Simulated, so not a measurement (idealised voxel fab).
Process module heading - voxel trench capacitor
Each square cell in cross-section cut measures 5 nm, and the section as a whole is 185 nm wide.
In what follows, cross-sections appear as grids of square cells, described through bands that run from the top down, where every band is one or more rows of cells.
The band entry comprises the height of the band's top followed by the height of its bottom, expressed in nm, and subsequently the band's materials from left to right, each stated together with its width in nm. Where a single material is marked with the word "edge to edge", that material fills the band from edge to edge. The word "empty" represents empty space.
Height is counted from the level 0, under which the received wafer is composed throughout of one material. The lowest of the bands is not closed at the bottom but continues downward, in the notation "0 down".
With a width like "30..40", each row of cells in the band differs from the next by the same amount, the top row carrying the first number and the bottom row the second.
What does "same as before" mean for a step? It means no cell of the cross-section changed in that step.
"Closed void catalog" means: voids of 8 cells or more that are shut off from the top with no open way through. Written width x height at distance, distance from the left edge, in nm.
after a step's settings: what the simulator itself notes on the step
Regarding "overlay nm": on a step with a mask, it is the distance the mask lay to the right of its planned place; a negative value places it to the left.

So here's the lineup of process steps we planned
1 RECEIVE, material Si
2 CONFORMAL_DEP, material SiN, thk nm 5
3 PATTERN, tone open, mask id TRENCH, material resist, width nm 30, pitch nm 50, thk nm 20, overlay nm 0
4 DIRECTIONAL_ETCH, etch materials SiN, depth nm 5
5 DIRECTIONAL_ETCH, etch materials Si, depth nm 25
6 STRIP, etch materials resist
7 CONFORMAL_DEP, material Al2O3, thk nm 5
8 CONFORMAL_DEP, material TiN, thk nm 5
9 FILL_DEP, material W, thk nm 10
10 CMP, height nm 5
Where the wafers of this document differ is in the thk nm of step 8; they start out the same, and the plan states the value that applied to the first wafer.

The first of several wafers, as received after step 1, seen in section
    0 down = Si edge to edge
    Closed void catalog: none

Where each wafer stands at the end of the module, a row apiece: cells of each material gained (+) or lost (-) since it was received, then closed voids
thk nm 5; +48 Al2O3; -90 Si; +19 SiN; +36 TiN; +24 W; Closed void catalog: none
thk nm 10; +48 Al2O3; -90 Si; +19 SiN; +60 TiN; Closed void catalog: none
thk nm 15; +48 Al2O3; -90 Si; +19 SiN; +60 TiN; Closed void catalog: none
thk nm 20; +48 Al2O3; -90 Si; +19 SiN; +60 TiN; Closed void catalog: none
